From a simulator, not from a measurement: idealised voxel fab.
The following is a process module called voxel transistor to metal.
This is section cut - it's 190 nm across, gridded in 5 nm square cells.
Each cross-section below is a grid of square cells, stated as bands in top-down order, with one or more rows of cells making up each band.
Within each band entry, the heights of the top and of the bottom of the band appear first, in that order and in nm; the materials of the band then follow from left to right, each with its corresponding width in nm. The designation "all across" on a single material indicates that it fills the band from edge to edge; the designation "air" indicates empty space.
Heights are measured from 0, the level below which the as-received wafer is all one material; the lowest band has no bottom and continues downward, written as in "0 -> down".
So if you see something like "30 to 40" for the width, read it as the top row of the band sitting at the first number and the bottom row at the second, with every row in between moving by the same amount as the last.
"everything unchanged" means the step left every cell of the cross-section as it was.
Enclosed voids (no open way to top), threshold 8 cells or more, entry "Voids lacking openings", notation width x height at distance, distance from left edge, nm.
Anything after a step's settings on that line? It's the simulator's own note about the step.
On any step carrying a mask, the "overlay nm" setting, if present on the step's line, tells how far right of its planned place the mask lay; negative values point to the left.
The remainder of this document consists of a sequence of paired cross-sections. Each pair presents the cross-section prior to one process step together with the cross-section following it, the latter being rendered only as deep as the lowest band that underwent change. The intervening step, together with its settings, is stated beneath each pair. Because the pairs may originate from different runs of this module on the same starting wafer, a given pair is to be read as continuing from the preceding pair only where its entry headed "Before this step" so indicates.

-- Before this step
  0 -> down  Si all across
  Voids lacking openings: none

-- Step Outcome
  5 -> 0  SiO2 all across
  Below 0 it's all the same as before, nothing changed down there.
  Voids lacking openings: none
Q: step between the cross-sections above? A: CONFORMAL_DEP | material SiO2 | thk nm 5

Before this step: check the pair just above; its after cross-section is our before state.

-- Step Outcome
  20 -> 5  SiN all across
  Below 5 it's all the same as before, nothing changed down there.
  Voids lacking openings: none
Q: step between the cross-sections above? A: CONFORMAL_DEP | material SiN | thk nm 15

Before this step: check the pair just above; its after cross-section is our before state.

-- Step Outcome
  20 -> 5  air 35 / SiN 115 / air 40
  Below 5 it's all the same as before, nothing changed down there.
  Voids lacking openings: none
Q: step between the cross-sections above? A: MASKED_ETCH | tone cover | mask id ACTIVE | width nm 115 | etch materials SiN | depth nm 15 | overlay nm 0

Before this step: check the pair just above; its after cross-section is our before state.

-- Step Outcome
  20 -> 5  air 35 / SiN 115 / air 40
  5 -> 0  air 35 / SiO2 115 / air 40
  Below 0 it's all the same as before, nothing changed down there.
  Voids lacking openings: none
Q: step between the cross-sections above? A: MASKED_ETCH | tone cover | mask id ACTIVE | width nm 115 | etch materials SiO2 | depth nm 5 | overlay nm 0

Before this step: check the pair just above; its after cross-section is our before state.

-- Step Outcome
  20 -> 5  air 35 / SiN 115 / air 40
  5 -> 0  air 35 / SiO2 115 / air 40
  0 -> -30  air 35 / Si 115 / air 40
  Below -30 it's all the same as before, nothing changed down there.
  Voids lacking openings: none
Q: step between the cross-sections above? A: MASKED_ETCH | tone cover | mask id ACTIVE | width nm 115 | etch materials Si | depth nm 30 | overlay nm 0

Before this step: check the pair just above; its after cross-section is our before state.

-- Step Outcome
  20 -> 5  air 35 / SiN 115 / air 40
  5 -> 0  air 35 / SiO2 115 / air 40
  0 -> -30  air 35 / SiO2 5 / Si 105 / SiO2 5 / air 40
  -30 -> -35  SiO2 40 / Si 105 / SiO2 45
  Below -35 it's all the same as before, nothing changed down there.
  Voids lacking openings: none
Q: step between the cross-sections above? A: OXIDIZE | depth nm 5

Before this step: check the pair just above; its after cross-section is our before state.

-- Step Outcome
  30 -> 20  SiO2 all across
  20 -> 5  SiO2 35 / SiN 115 / SiO2 40
  5 -> 0  SiO2 all across
  0 -> -35  SiO2 40 / Si 105 / SiO2 45
  Below -35 it's all the same as before, nothing changed down there.
  Voids lacking openings: none
Q: step between the cross-sections above? A: FILL_DEP | material SiO2 | thk nm 10

Before this step: check the pair just above; its after cross-section is our before state.

-- Step Outcome
  20 -> 5  SiO2 35 / SiN 115 / SiO2 40
  Below 5 it's all the same as before, nothing changed down there.
  Voids lacking openings: none
Q: step between the cross-sections above? A: CMP | height nm 20

Before this step: check the pair just above; its after cross-section is our before state.

-- Step Outcome
  20 -> 5  air 35 / SiN 115 / air 40
  Below 5 it's all the same as before, nothing changed down there.
  Voids lacking openings: none
Q: step between the cross-sections above? A: SELECTIVE_ETCH | etch materials SiO2 | depth nm 15

Before this step: check the pair just above; its after cross-section is our before state.

-- Step Outcome
  5 -> 0  SiO2 all across
  Below 0 it's all the same as before, nothing changed down there.
  Voids lacking openings: none
Q: step between the cross-sections above? A: STRIP | etch materials SiN

Before this step: check the pair just above; its after cross-section is our before state.

-- Step Outcome
  0 -> -35  SiO2 40 / Si 105 / SiO2 45
  Below -35 it's all the same as before, nothing changed down there.
  Voids lacking openings: none
Q: step between the cross-sections above? A: SELECTIVE_ETCH | etch materials SiO2 | depth nm 5

Before this step: check the pair just above; its after cross-section is our before state.

-- Step Outcome
  0 -> -5  SiO2 all across
  Below -5 it's all the same as before, nothing changed down there.
  Voids lacking openings: none
Q: step between the cross-sections above? A: OXIDIZE | depth nm 5

Before this step: check the pair just above; its after cross-section is our before state.

-- Step Outcome
  25 -> 0  polySi all across
  Below 0 it's all the same as before, nothing changed down there.
  Voids lacking openings: none
Q: step between the cross-sections above? A: DIRECTIONAL_DEP | material polySi | thk nm 25

Before this step: check the pair just above; its after cross-section is our before state.

-- Step Outcome
  35 -> 25  SiCN all across
  Below 25 it's all the same as before, nothing changed down there.
  Voids lacking openings: none
Q: step between the cross-sections above? A: DIRECTIONAL_DEP | material SiCN | thk nm 10

Before this step: check the pair just above; its after cross-section is our before state.

-- Step Outcome
  55 -> 35  air 80 / resist 25 / air 85
  Below 35 it's all the same as before, nothing changed down there.
  Voids lacking openings: none
Q: step between the cross-sections above? A: PATTERN | tone cover | mask id GATE | material resist | width nm 25 | thk nm 20 | overlay nm 0

Before this step: check the pair just above; its after cross-section is our before state.

-- Step Outcome
  55 -> 35  air 80 / resist 25 / air 85
  35 -> 25  air 80 / SiCN 25 / air 85
  Below 25 it's all the same as before, nothing changed down there.
  Voids lacking openings: none
Q: step between the cross-sections above? A: DIRECTIONAL_ETCH | etch materials SiCN | depth nm 20

Before this step: check the pair just above; its after cross-section is our before state.

-- Step Outcome
  55 -> 35  air 80 / resist 25 / air 85
  35 -> 25  air 80 / SiCN 25 / air 85
  25 -> 0  air 80 / polySi 25 / air 85
  Below 0 it's all the same as before, nothing changed down there.
  Voids lacking openings: none
Q: step between the cross-sections above? A: DIRECTIONAL_ETCH | etch materials polySi | depth nm 35

Before this step: check the pair just above; its after cross-section is our before state.

-- Step Outcome
  35 -> 25  air 80 / SiCN 25 / air 85
  Below 25 it's all the same as before, nothing changed down there.
  Voids lacking openings: none
Q: step between the cross-sections above? A: STRIP | etch materials resist

Before this step: check the pair just above; its after cross-section is our before state.

-- Step Outcome
  40 -> 35  air 75 / SiO2 35 / air 80
  35 -> 25  air 75 / SiO2 5 / SiCN 25 / SiO2 5 / air 80
  25 -> 5  air 75 / SiO2 5 / polySi 25 / SiO2 5 / air 80
  5 -> 0  SiO2 80 / polySi 25 / SiO2 85
  Below 0 it's all the same as before, nothing changed down there.
  Voids lacking openings: none
Q: step between the cross-sections above? A: CONFORMAL_DEP | material SiO2 | thk nm 5

Before this step: check the pair just above; its after cross-section is our before state.

-- Step Outcome
  35 -> 25  air 75 / SiO2 5 / SiCN 25 / SiO2 5 / air 80
  25 -> 0  air 75 / SiO2 5 / polySi 25 / SiO2 5 / air 80
  Below 0 it's all the same as before, nothing changed down there.
  Voids lacking openings: none
Q: step between the cross-sections above? A: DIRECTIONAL_ETCH | etch materials SiO2 | depth nm 5

Before this step: check the pair just above; its after cross-section is our before state.

-- Step Outcome
  40 -> 35  air 70 / SiN 45 / air 75
  35 -> 25  air 70 / SiN 5 / SiO2 5 / SiCN 25 / SiO2 5 / SiN 5 / air 75
  25 -> 5  air 70 / SiN 5 / SiO2 5 / polySi 25 / SiO2 5 / SiN 5 / air 75
  5 -> 0  SiN 75 / SiO2 5 / polySi 25 / SiO2 5 / SiN 80
  Below 0 it's all the same as before, nothing changed down there.
  Voids lacking openings: none
Q: step between the cross-sections above? A: CONFORMAL_DEP | material SiN | thk nm 5

Before this step: check the pair just above; its after cross-section is our before state.

-- Step Outcome
  35 -> 25  air 70 / SiN 5 / SiO2 5 / SiCN 25 / SiO2 5 / SiN 5 / air 75
  25 -> 0  air 70 / SiN 5 / SiO2 5 / polySi 25 / SiO2 5 / SiN 5 / air 75
  Below 0 it's all the same as before, nothing changed down there.
  Voids lacking openings: none
Q: step between the cross-sections above? A: DIRECTIONAL_ETCH | etch materials SiN | depth nm 5

Before this step: check the pair just above; its after cross-section is our before state.

-- Step Outcome
  35 -> 30  air 70 / SiN 5 / air 5 / SiCN 25 / air 5 / SiN 5 / air 75
  30 -> 25  air 70 / SiN 5 / SiO2 5 / SiCN 25 / SiO2 5 / SiN 5 / air 75
  25 -> 0  air 70 / SiN 5 / SiO2 5 / polySi 25 / SiO2 5 / SiN 5 / air 75
  0 -> -5  air 70 / SiO2 45 / air 75
  Below -5 it's all the same as before, nothing changed down there.
  Voids lacking openings: none
Q: step between the cross-sections above? A: DIRECTIONAL_ETCH | etch materials SiO2 | depth nm 5

Before this step: check the pair just above; its after cross-section is our before state.

-- Step Outcome
  35 -> 30  air 70 / SiN 5 / air 5 / SiCN 25 / air 5 / SiN 5 / air 75
  30 -> 25  air 70 / SiN 5 / SiO2 5 / SiCN 25 / SiO2 5 / SiN 5 / air 75
  25 -> 0  air 70 / SiN 5 / SiO2 5 / polySi 25 / SiO2 5 / SiN 5 / air 75
  0 -> -5  air 35 / pSi 35 / SiO2 45 / pSi 35 / air 40
  Below -5 it's all the same as before, nothing changed down there.
  Voids lacking openings: none
Q: step between the cross-sections above? A: EPI | material pSi | thk nm 5

Before this step: check the pair just above; its after cross-section is our before state.

-- Step Outcome
  45 -> 35  SiO2 all across
  35 -> 25  SiO2 70 / SiN 5 / SiO2 5 / SiCN 25 / SiO2 5 / SiN 5 / SiO2 75
  25 -> 0  SiO2 70 / SiN 5 / SiO2 5 / polySi 25 / SiO2 5 / SiN 5 / SiO2 75
  0 -> -5  SiO2 35 / pSi 35 / SiO2 45 / pSi 35 / SiO2 40
  Below -5 it's all the same as before, nothing changed down there.
  Voids lacking openings: none
Q: step between the cross-sections above? A: FILL_DEP | material SiO2 | thk nm 10

Before this step: check the pair just above; its after cross-section is our before state.

-- Step Outcome
  35 -> 25  SiO2 70 / SiN 5 / SiO2 5 / SiCN 25 / SiO2 5 / SiN 5 / SiO2 75
  Below 25 it's all the same as before, nothing changed down there.
  Voids lacking openings: none
Q: step between the cross-sections above? A: CMP | height nm 35

Before this step: check the pair just above; its after cross-section is our before state.

-- Step Outcome
  45 -> 35  SiO2 all across
  Below 35 it's all the same as before, nothing changed down there.
  Voids lacking openings: none
Q: step between the cross-sections above? A: DIRECTIONAL_DEP | material SiO2 | thk nm 10

Before this step: check the pair just above; its after cross-section is our before state.

-- Step Outcome
  45 -> 35  SiO2 45 / air 15 / SiO2 65 / air 15 / SiO2 50
  35 -> 25  SiO2 45 / air 15 / SiO2 10 / SiN 5 / SiO2 5 / SiCN 25 / SiO2 5 / SiN 5 / SiO2 10 / air 15 / SiO2 50
  25 -> 0  SiO2 45 / air 15 / SiO2 10 / SiN 5 / SiO2 5 / polySi 25 / SiO2 5 / SiN 5 / SiO2 10 / air 15 / SiO2 50
  Below 0 it's all the same as before, nothing changed down there.
  Voids lacking openings: none
Q: step between the cross-sections above? A: MASKED_ETCH | tone open | mask id CONTACT | width nm 15 | pitch nm 80 | etch materials SiO2 | depth nm 45 | overlay nm 0

Before this step: check the pair just above; its after cross-section is our before state.

-- Step Outcome
  50 -> 45  TiN 50 / air 5 / TiN 75 / air 5 / TiN 55
  45 -> 35  SiO2 45 / TiN 5 / air 5 / TiN 5 / SiO2 65 / TiN 5 / air 5 / TiN 5 / SiO2 50
  35 -> 25  SiO2 45 / TiN 5 / air 5 / TiN 5 / SiO2 10 / SiN 5 / SiO2 5 / SiCN 25 / SiO2 5 / SiN 5 / SiO2 10 / TiN 5 / air 5 / TiN 5 / SiO2 50
  25 -> 5  SiO2 45 / TiN 5 / air 5 / TiN 5 / SiO2 10 / SiN 5 / SiO2 5 / polySi 25 / SiO2 5 / SiN 5 / SiO2 10 / TiN 5 / air 5 / TiN 5 / SiO2 50
  5 -> 0  SiO2 45 / TiN 15 / SiO2 10 / SiN 5 / SiO2 5 / polySi 25 / SiO2 5 / SiN 5 / SiO2 10 / TiN 15 / SiO2 50
  Below 0 it's all the same as before, nothing changed down there.
  Voids lacking openings: none
Q: step between the cross-sections above? A: CONFORMAL_DEP | material TiN | thk nm 5

Before this step: check the pair just above; its after cross-section is our before state.

-- Step Outcome
  55 -> 50  Ru all across
  50 -> 45  TiN 50 / Ru 5 / TiN 75 / Ru 5 / TiN 55
  45 -> 35  SiO2 45 / TiN 5 / Ru 5 / TiN 5 / SiO2 65 / TiN 5 / Ru 5 / TiN 5 / SiO2 50
  35 -> 25  SiO2 45 / TiN 5 / Ru 5 / TiN 5 / SiO2 10 / SiN 5 / SiO2 5 / SiCN 25 / SiO2 5 / SiN 5 / SiO2 10 / TiN 5 / Ru 5 / TiN 5 / SiO2 50
  25 -> 5  SiO2 45 / TiN 5 / Ru 5 / TiN 5 / SiO2 10 / SiN 5 / SiO2 5 / polySi 25 / SiO2 5 / SiN 5 / SiO2 10 / TiN 5 / Ru 5 / TiN 5 / SiO2 50
  Below 5 it's all the same as before, nothing changed down there.
  Voids lacking openings: none
Q: step between the cross-sections above? A: FILL_DEP | material Ru | thk nm 5

Before this step: check the pair just above; its after cross-section is our before state.

-- Step Outcome
  45 -> 35  SiO2 45 / TiN 5 / Ru 5 / TiN 5 / SiO2 65 / TiN 5 / Ru 5 / TiN 5 / SiO2 50
  Below 35 it's all the same as before, nothing changed down there.
  Voids lacking openings: none
Q: step between the cross-sections above? A: CMP | height nm 45

Before this step: check the pair just above; its after cross-section is our before state.

-- Step Outcome
  50 -> 45  TiN all across
  Below 45 it's all the same as before, nothing changed down there.
  Voids lacking openings: none
Q: step between the cross-sections above? A: DIRECTIONAL_DEP | material TiN | thk nm 5

Before this step: check the pair just above; its after cross-section is our before state.

-- Step Outcome
  75 -> 50  W all across
  Below 50 it's all the same as before, nothing changed down there.
  Voids lacking openings: none
Q: step between the cross-sections above? A: DIRECTIONAL_DEP | material W | thk nm 25

Before this step: check the pair just above; its after cross-section is our before state.

-- Step Outcome
  75 -> 50  air 45 / W 15 / air 65 / W 15 / air 50
  Below 50 it's all the same as before, nothing changed down there.
  Voids lacking openings: none
Q: step between the cross-sections above? A: MASKED_ETCH | tone cover | mask id METAL_1 | width nm 15 | pitch nm 80 | etch materials W | depth nm 25 | overlay nm 0

Before this step: check the pair just above; its after cross-section is our before state.

-- Step Outcome
  75 -> 50  air 45 / W 15 / air 65 / W 15 / air 50
  50 -> 45  air 45 / TiN 15 / air 65 / TiN 15 / air 50
  Below 45 it's all the same as before, nothing changed down there.
  Voids lacking openings: none
Q: step between the cross-sections above? A: MASKED_ETCH | tone cover | mask id METAL_1 | width nm 15 | pitch nm 80 | etch materials TiN | depth nm 5 | overlay nm 0

Before this step: check the pair just above; its after cross-section is our before state.

-- Step Outcome
  80 -> 75  air 40 / SiCN 25 / air 55 / SiCN 25 / air 45
  75 -> 50  air 40 / SiCN 5 / W 15 / SiCN 5 / air 55 / SiCN 5 / W 15 / SiCN 5 / air 45
  50 -> 45  SiCN 45 / TiN 15 / SiCN 65 / TiN 15 / SiCN 50
  Below 45 it's all the same as before, nothing changed down there.
  Voids lacking openings: none
Q: step between the cross-sections above? A: CONFORMAL_DEP | material SiCN | thk nm 5

Before this step: check the pair just above; its after cross-section is our before state.

-- Step Outcome
  85 -> 80  SiO2 all across
  80 -> 75  SiO2 40 / SiCN 25 / SiO2 55 / SiCN 25 / SiO2 45
  75 -> 50  SiO2 40 / SiCN 5 / W 15 / SiCN 5 / SiO2 55 / SiCN 5 / W 15 / SiCN 5 / SiO2 45
  Below 50 it's all the same as before, nothing changed down there.
  Voids lacking openings: none
Q: step between the cross-sections above? A: FILL_DEP | material SiO2 | thk nm 5

Before this step: check the pair just above; its after cross-section is our before state.

-- Step Outcome
  75 -> 50  SiO2 40 / SiCN 5 / W 15 / SiCN 5 / SiO2 55 / SiCN 5 / W 15 / SiCN 5 / SiO2 45
  Below 50 it's all the same as before, nothing changed down there.
  Voids lacking openings: none
Q: step between the cross-sections above? A: CMP | height nm 75

Before this step: check the pair just above; its after cross-section is our before state.

-- Step Outcome
  80 -> 75  SiN all across
  Below 75 it's all the same as before, nothing changed down there.
  Voids lacking openings: none
Q: step between the cross-sections above? A: CONFORMAL_DEP | material SiN | thk nm 5

-- Before this step
  0 -> down  Si all across
  Voids lacking openings: none

-- Step Outcome
  15 -> 0  SiN all across
  Below 0 it's all the same as before, nothing changed down there.
  Voids lacking openings: none
Q: step between the cross-sections above? A: CONFORMAL_DEP | material SiN | thk nm 15

Before this step: check the pair just above; its after cross-section is our before state.

-- Step Outcome
  15 -> 0  air 35 / SiN 115 / air 40
  Below 0 it's all the same as before, nothing changed down there.
  Voids lacking openings: none
Q: step between the cross-sections above? A: MASKED_ETCH | tone cover | mask id ACTIVE | width nm 115 | etch materials SiN | depth nm 15 | overlay nm 0

Before this step: check the pair just above; its after cross-section is our before state.

-- Step Outcome
  15 -> 0  air 35 / SiN 115 / air 40
  0 -> -30  air 35 / Si 115 / air 40
  Below -30 it's all the same as before, nothing changed down there.
  Voids lacking openings: none
Q: step between the cross-sections above? A: MASKED_ETCH | tone cover | mask id ACTIVE | width nm 115 | etch materials Si | depth nm 30 | overlay nm 0

Before this step: check the pair just above; its after cross-section is our before state.

-- Step Outcome
  15 -> 0  air 35 / SiN 115 / air 40
  0 -> -30  air 35 / SiO2 5 / Si 105 / SiO2 5 / air 40
  -30 -> -35  SiO2 40 / Si 105 / SiO2 45
  Below -35 it's all the same as before, nothing changed down there.
  Voids lacking openings: none
Q: step between the cross-sections above? A: OXIDIZE | depth nm 5

Before this step: check the pair just above; its after cross-section is our before state.

-- Step Outcome
  25 -> 15  SiO2 all across
  15 -> 0  SiO2 35 / SiN 115 / SiO2 40
  0 -> -35  SiO2 40 / Si 105 / SiO2 45
  Below -35 it's all the same as before, nothing changed down there.
  Voids lacking openings: none
Q: step between the cross-sections above? A: FILL_DEP | material SiO2 | thk nm 10

Before this step: check the pair just above; its after cross-section is our before state.

-- Step Outcome
  20 -> 15  SiO2 all across
  Below 15 it's all the same as before, nothing changed down there.
  Voids lacking openings: none
Q: step between the cross-sections above? A: CMP | height nm 20

Before this step: check the pair just above; its after cross-section is our before state.

-- Step Outcome
  15 -> 5  air 35 / SiN 115 / air 40
  Below 5 it's all the same as before, nothing changed down there.
  Voids lacking openings: none
Q: step between the cross-sections above? A: SELECTIVE_ETCH | etch materials SiO2 | depth nm 15

Before this step: check the pair just above; its after cross-section is our before state.

-- Step Outcome
  5 -> 0  SiO2 35 / air 115 / SiO2 40
  Below 0 it's all the same as before, nothing changed down there.
  Voids lacking openings: none
Q: step between the cross-sections above? A: STRIP | etch materials SiN

Before this step: check the pair just above; its after cross-section is our before state.

-- Step Outcome
  0 -> -5  SiO2 30 / air 10 / Si 105 / air 10 / SiO2 35
  Below -5 it's all the same as before, nothing changed down there.
  Voids lacking openings: none
Q: step between the cross-sections above? A: SELECTIVE_ETCH | etch materials SiO2 | depth nm 5

Before this step: check the pair just above; its after cross-section is our before state.

-- Step Outcome
  0 -> -5  SiO2 30 / air 10 / SiO2 105 / air 10 / SiO2 35
  -5 -> -10  SiO2 45 / Si 95 / SiO2 50
  Below -10 it's all the same as before, nothing changed down there.
  Voids lacking openings: none
Q: step between the cross-sections above? A: OXIDIZE | depth nm 5

Before this step: check the pair just above; its after cross-section is our before state.

-- Step Outcome
  25 -> 20  polySi 30 / air 10 / polySi 105 / air 10 / polySi 35
  20 -> 0  polySi all across
  0 -> -5  SiO2 30 / polySi 10 / SiO2 105 / polySi 10 / SiO2 35
  Below -5 it's all the same as before, nothing changed down there.
  Voids lacking openings: none
Q: step between the cross-sections above? A: DIRECTIONAL_DEP | material polySi | thk nm 25

Before this step: check the pair just above; its after cross-section is our before state.

-- Step Outcome
  35 -> 30  SiCN 30 / air 10 / SiCN 105 / air 10 / SiCN 35
  30 -> 25  SiCN all across
  25 -> 20  polySi 30 / SiCN 10 / polySi 105 / SiCN 10 / polySi 35
  Below 20 it's all the same as before, nothing changed down there.
  Voids lacking openings: none
Q: step between the cross-sections above? A: DIRECTIONAL_DEP | material SiCN | thk nm 10

Before this step: check the pair just above; its after cross-section is our before state.

-- Step Outcome
  55 -> 35  air 80 / resist 25 / air 85
  Below 35 it's all the same as before, nothing changed down there.
  Voids lacking openings: none
Q: step between the cross-sections above? A: PATTERN | tone cover | mask id GATE | material resist | width nm 25 | thk nm 20 | overlay nm 0

Before this step: check the pair just above; its after cross-section is our before state.

-- Step Outcome
  55 -> 35  air 80 / resist 25 / air 85
  35 -> 25  air 80 / SiCN 25 / air 85
  25 -> 20  polySi 30 / air 10 / polySi 105 / air 10 / polySi 35
  Below 20 it's all the same as before, nothing changed down there.
  Voids lacking openings: none
Q: step between the cross-sections above? A: DIRECTIONAL_ETCH | etch materials SiCN | depth nm 20

Before this step: check the pair just above; its after cross-section is our before state.

-- Step Outcome
  55 -> 35  air 80 / resist 25 / air 85
  35 -> 25  air 80 / SiCN 25 / air 85
  25 -> 0  air 80 / polySi 25 / air 85
  0 -> -5  SiO2 30 / air 10 / SiO2 105 / air 10 / SiO2 35
  Below -5 it's all the same as before, nothing changed down there.
  Voids lacking openings: none
Q: step between the cross-sections above? A: DIRECTIONAL_ETCH | etch materials polySi | depth nm 35

Before this step: check the pair just above; its after cross-section is our before state.

-- Step Outcome
  35 -> 25  air 80 / SiCN 25 / air 85
  Below 25 it's all the same as before, nothing changed down there.
  Voids lacking openings: none
Q: step between the cross-sections above? A: STRIP | etch materials resist

Before this step: check the pair just above; its after cross-section is our before state.

-- Step Outcome
  40 -> 35  air 75 / SiO2 35 / air 80
  35 -> 25  air 75 / SiO2 5 / SiCN 25 / SiO2 5 / air 80
  25 -> 5  air 75 / SiO2 5 / polySi 25 / SiO2 5 / air 80
  5 -> 0  SiO2 80 / polySi 25 / SiO2 85
  0 -> -5  SiO2 all across
  Below -5 it's all the same as before, nothing changed down there.
  Voids lacking openings: none
Q: step between the cross-sections above? A: CONFORMAL_DEP | material SiO2 | thk nm 5

Before this step: check the pair just above; its after cross-section is our before state.

-- Step Outcome
  35 -> 25  air 75 / SiO2 5 / SiCN 25 / SiO2 5 / air 80
  25 -> 0  air 75 / SiO2 5 / polySi 25 / SiO2 5 / air 80
  Below 0 it's all the same as before, nothing changed down there.
  Voids lacking openings: none
Q: step between the cross-sections above? A: DIRECTIONAL_ETCH | etch materials SiO2 | depth nm 5

Before this step: check the pair just above; its after cross-section is our before state.

-- Step Outcome
  40 -> 35  air 70 / SiN 45 / air 75
  35 -> 25  air 70 / SiN 5 / SiO2 5 / SiCN 25 / SiO2 5 / SiN 5 / air 75
  25 -> 5  air 70 / SiN 5 / SiO2 5 / polySi 25 / SiO2 5 / SiN 5 / air 75
  5 -> 0  SiN 75 / SiO2 5 / polySi 25 / SiO2 5 / SiN 80
  Below 0 it's all the same as before, nothing changed down there.
  Voids lacking openings: none
Q: step between the cross-sections above? A: CONFORMAL_DEP | material SiN | thk nm 5

Before this step: check the pair just above; its after cross-section is our before state.

-- Step Outcome
  35 -> 25  air 70 / SiN 5 / SiO2 5 / SiCN 25 / SiO2 5 / SiN 5 / air 75
  25 -> 0  air 70 / SiN 5 / SiO2 5 / polySi 25 / SiO2 5 / SiN 5 / air 75
  Below 0 it's all the same as before, nothing changed down there.
  Voids lacking openings: none
Q: step between the cross-sections above? A: DIRECTIONAL_ETCH | etch materials SiN | depth nm 5

Before this step: check the pair just above; its after cross-section is our before state.

-- Step Outcome
  35 -> 30  air 70 / SiN 5 / air 5 / SiCN 25 / air 5 / SiN 5 / air 75
  30 -> 25  air 70 / SiN 5 / SiO2 5 / SiCN 25 / SiO2 5 / SiN 5 / air 75
  25 -> 0  air 70 / SiN 5 / SiO2 5 / polySi 25 / SiO2 5 / SiN 5 / air 75
  0 -> -5  air 70 / SiO2 45 / air 75
  Below -5 it's all the same as before, nothing changed down there.
  Voids lacking openings: none
Q: step between the cross-sections above? A: DIRECTIONAL_ETCH | etch materials SiO2 | depth nm 5

Before this step: check the pair just above; its after cross-section is our before state.

-- Step Outcome
  35 -> 30  air 70 / SiN 5 / air 5 / SiCN 25 / air 5 / SiN 5 / air 75
  30 -> 25  air 70 / SiN 5 / SiO2 5 / SiCN 25 / SiO2 5 / SiN 5 / air 75
  25 -> 0  air 70 / SiN 5 / SiO2 5 / polySi 25 / SiO2 5 / SiN 5 / air 75
  0 -> -5  air 40 / pSi 30 / SiO2 45 / pSi 30 / air 45
  Below -5 it's all the same as before, nothing changed down there.
  Voids lacking openings: none
Q: step between the cross-sections above? A: EPI | material pSi | thk nm 5

Before this step: check the pair just above; its after cross-section is our before state.

-- Step Outcome
  45 -> 35  SiO2 all across
  35 -> 25  SiO2 70 / SiN 5 / SiO2 5 / SiCN 25 / SiO2 5 / SiN 5 / SiO2 75
  25 -> 0  SiO2 70 / SiN 5 / SiO2 5 / polySi 25 / SiO2 5 / SiN 5 / SiO2 75
  0 -> -5  SiO2 40 / pSi 30 / SiO2 45 / pSi 30 / SiO2 45
  Below -5 it's all the same as before, nothing changed down there.
  Voids lacking openings: none
Q: step between the cross-sections above? A: FILL_DEP | material SiO2 | thk nm 10

Before this step: check the pair just above; its after cross-section is our before state.

-- Step Outcome
  35 -> 25  SiO2 70 / SiN 5 / SiO2 5 / SiCN 25 / SiO2 5 / SiN 5 / SiO2 75
  Below 25 it's all the same as before, nothing changed down there.
  Voids lacking openings: none
Q: step between the cross-sections above? A: CMP | height nm 35

Before this step: check the pair just above; its after cross-section is our before state.

-- Step Outcome
  45 -> 35  SiO2 all across
  Below 35 it's all the same as before, nothing changed down there.
  Voids lacking openings: none
Q: step between the cross-sections above? A: DIRECTIONAL_DEP | material SiO2 | thk nm 10

Before this step: check the pair just above; its after cross-section is our before state.

-- Step Outcome
  45 -> 35  SiO2 45 / air 15 / SiO2 65 / air 15 / SiO2 50
  35 -> 25  SiO2 45 / air 15 / SiO2 10 / SiN 5 / SiO2 5 / SiCN 25 / SiO2 5 / SiN 5 / SiO2 10 / air 15 / SiO2 50
  25 -> 0  SiO2 45 / air 15 / SiO2 10 / SiN 5 / SiO2 5 / polySi 25 / SiO2 5 / SiN 5 / SiO2 10 / air 15 / SiO2 50
  Below 0 it's all the same as before, nothing changed down there.
  Voids lacking openings: none
Q: step between the cross-sections above? A: MASKED_ETCH | tone open | mask id CONTACT | width nm 15 | pitch nm 80 | etch materials SiO2 | depth nm 45 | overlay nm 0

Before this step: check the pair just above; its after cross-section is our before state.

-- Step Outcome
  50 -> 45  TiN 50 / air 5 / TiN 75 / air 5 / TiN 55
  45 -> 35  SiO2 45 / TiN 5 / air 5 / TiN 5 / SiO2 65 / TiN 5 / air 5 / TiN 5 / SiO2 50
  35 -> 25  SiO2 45 / TiN 5 / air 5 / TiN 5 / SiO2 10 / SiN 5 / SiO2 5 / SiCN 25 / SiO2 5 / SiN 5 / SiO2 10 / TiN 5 / air 5 / TiN 5 / SiO2 50
  25 -> 5  SiO2 45 / TiN 5 / air 5 / TiN 5 / SiO2 10 / SiN 5 / SiO2 5 / polySi 25 / SiO2 5 / SiN 5 / SiO2 10 / TiN 5 / air 5 / TiN 5 / SiO2 50
  5 -> 0  SiO2 45 / TiN 15 / SiO2 10 / SiN 5 / SiO2 5 / polySi 25 / SiO2 5 / SiN 5 / SiO2 10 / TiN 15 / SiO2 50
  Below 0 it's all the same as before, nothing changed down there.
  Voids lacking openings: none
Q: step between the cross-sections above? A: CONFORMAL_DEP | material TiN | thk nm 5

Before this step: check the pair just above; its after cross-section is our before state.

-- Step Outcome
  55 -> 50  Ru all across
  50 -> 45  TiN 50 / Ru 5 / TiN 75 / Ru 5 / TiN 55
  45 -> 35  SiO2 45 / TiN 5 / Ru 5 / TiN 5 / SiO2 65 / TiN 5 / Ru 5 / TiN 5 / SiO2 50
  35 -> 25  SiO2 45 / TiN 5 / Ru 5 / TiN 5 / SiO2 10 / SiN 5 / SiO2 5 / SiCN 25 / SiO2 5 / SiN 5 / SiO2 10 / TiN 5 / Ru 5 / TiN 5 / SiO2 50
  25 -> 5  SiO2 45 / TiN 5 / Ru 5 / TiN 5 / SiO2 10 / SiN 5 / SiO2 5 / polySi 25 / SiO2 5 / SiN 5 / SiO2 10 / TiN 5 / Ru 5 / TiN 5 / SiO2 50
  Below 5 it's all the same as before, nothing changed down there.
  Voids lacking openings: none
Q: step between the cross-sections above? A: FILL_DEP | material Ru | thk nm 5

Before this step: check the pair just above; its after cross-section is our before state.

-- Step Outcome
  45 -> 35  SiO2 45 / TiN 5 / Ru 5 / TiN 5 / SiO2 65 / TiN 5 / Ru 5 / TiN 5 / SiO2 50
  Below 35 it's all the same as before, nothing changed down there.
  Voids lacking openings: none
Q: step between the cross-sections above? A: CMP | height nm 45

Before this step: check the pair just above; its after cross-section is our before state.

-- Step Outcome
  50 -> 45  TiN all across
  Below 45 it's all the same as before, nothing changed down there.
  Voids lacking openings: none
Q: step between the cross-sections above? A: DIRECTIONAL_DEP | material TiN | thk nm 5

Before this step: check the pair just above; its after cross-section is our before state.

-- Step Outcome
  75 -> 50  W all across
  Below 50 it's all the same as before, nothing changed down there.
  Voids lacking openings: none
Q: step between the cross-sections above? A: DIRECTIONAL_DEP | material W | thk nm 25

Before this step: check the pair just above; its after cross-section is our before state.

-- Step Outcome
  75 -> 50  air 45 / W 15 / air 65 / W 15 / air 50
  Below 50 it's all the same as before, nothing changed down there.
  Voids lacking openings: none
Q: step between the cross-sections above? A: MASKED_ETCH | tone cover | mask id METAL_1 | width nm 15 | pitch nm 80 | etch materials W | depth nm 25 | overlay nm 0
